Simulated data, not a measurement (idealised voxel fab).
Proc. module: voxel gate over fins
In the cross-section labelled cut, the width is 150 nm and each square cell is 5 nm.
A cross-section is written here as square cells arranged in a grid, and it is given in bands from the top down, each band taking up one or more rows of cells.
Look at the band entry: it leads with the top's height and the bottom's height in nm. Then it lists the materials left to right, with a width in nm for each. The word "edge to edge" on a single material says that material fills the band edge to edge. The word "air" is empty space.
Basically, 0 is our baseline, since under it the wafer straight out of the box is all one material. The bottom band has no lower end and keeps on going down, so it looks like "0 and below".
The two numbers in a width such as "30 to 40" mark its ends across the band: the first belongs to the top row of cells, the second to the bottom row, and from each row to the next the width moves by the same amount.
"nothing different", as given for a step, is the statement that not any cell of the cross-section underwent a change during that step.
Heads up: "Fully closed voids" only lists the empty pockets with no open path to the top that are 8 cells or more, and it writes them as width x height at distance, distance from the left edge, in nm.
On a step's line, text after the settings is the simulator commenting on that step.
overlay nm: how far to the right of its planned place the mask lay on this masked step (negative: to the left).
### Set out below are the planned steps of the process
| 1 | RECEIVE: material Si |
| 2 | CONFORMAL_DEP: material SiN, thk nm 10 |
| 3 | PATTERN: tone cover, mask id FINS, material resist, width nm 15, pitch nm 35, thk nm 15, overlay nm 0 |
| 4 | DIRECTIONAL_ETCH: etch materials SiN, depth nm 10 |
| 5 | DIRECTIONAL_ETCH: etch materials Si, depth nm 35 |
| 6 | STRIP: etch materials resist |
| 7 | OXIDIZE: depth nm 5 |
| 8 | FILL_DEP: material SiO2, thk nm 5 |
| 9 | CMP: height nm 10 |
| 10 | SELECTIVE_ETCH: etch materials SiO2, depth nm 25 |
| 11 | STRIP: etch materials SiN |
| 12 | CONFORMAL_DEP: material HfO2, thk nm 5 |
| 13 | CONFORMAL_DEP: material TiN, thk nm 5 |
| 14 | FILL_DEP: material W, thk nm 15 |
| 15 | CMP: height nm 20 |
| 16 | CONFORMAL_DEP: material SiCN, thk nm 10 |
### The cross-section here shows the wafer as received, i.e. in its state after step 1
    0 and below  Si edge to edge
    Fully closed voids: none
### First of two wafers at the end of the module, shown in cross-section; run carried out as planned
    30 down to 20  SiCN edge to edge
    20 down to 10  W edge to edge
    10 down to 5  45 nm W  25 nm TiN  10 nm W  25 nm TiN  45 nm W
    5 down to 0  45 nm W  5 nm TiN  15 nm HfO2  5 nm TiN  10 nm W  5 nm TiN  15 nm HfO2  5 nm TiN  45 nm W
    0 down to -5  45 nm W  5 nm TiN  5 nm HfO2  5 nm Si  5 nm HfO2  5 nm TiN  10 nm W  5 nm TiN  5 nm HfO2  5 nm Si  5 nm HfO2  5 nm TiN  45 nm W
    -5 down to -10  50 nm TiN  5 nm HfO2  5 nm Si  5 nm HfO2  20 nm TiN  5 nm HfO2  5 nm Si  5 nm HfO2  50 nm TiN
    -10 down to -15  55 nm HfO2  5 nm Si  30 nm HfO2  5 nm Si  55 nm HfO2
    -15 down to -40  55 nm SiO2  5 nm Si  30 nm SiO2  5 nm Si  55 nm SiO2
    -40 and below  Si edge to edge
    Fully closed voids: none
### Wafer two (of two), end-of-module cross-section: start = wafer one, plan = wafer one, one run mistake
    30 down to 20  SiCN edge to edge
    20 down to 10  W edge to edge
    10 down to 5  35 nm W  25 nm TiN  10 nm W  25 nm TiN  55 nm W
    5 down to 0  35 nm W  5 nm TiN  15 nm HfO2  5 nm TiN  10 nm W  5 nm TiN  15 nm HfO2  5 nm TiN  55 nm W
    0 down to -5  35 nm W  5 nm TiN  5 nm HfO2  5 nm Si  5 nm HfO2  5 nm TiN  10 nm W  5 nm TiN  5 nm HfO2  5 nm Si  5 nm HfO2  5 nm TiN  55 nm W
    -5 down to -10  40 nm TiN  5 nm HfO2  5 nm Si  5 nm HfO2  20 nm TiN  5 nm HfO2  5 nm Si  5 nm HfO2  60 nm TiN
    -10 down to -15  45 nm HfO2  5 nm Si  30 nm HfO2  5 nm Si  65 nm HfO2
    -15 down to -40  45 nm SiO2  5 nm Si  30 nm SiO2  5 nm Si  65 nm SiO2
    -40 and below  Si edge to edge
    Fully closed voids: none
Finding, execution versus plan: step 3 did not use the planned setting and instead ran as PATTERN: tone cover, mask id FINS, material resist, width nm 15, pitch nm 35, thk nm 15, overlay nm -10
The two final wafers agree on how many cells each material fills and disagree on which cells those are.
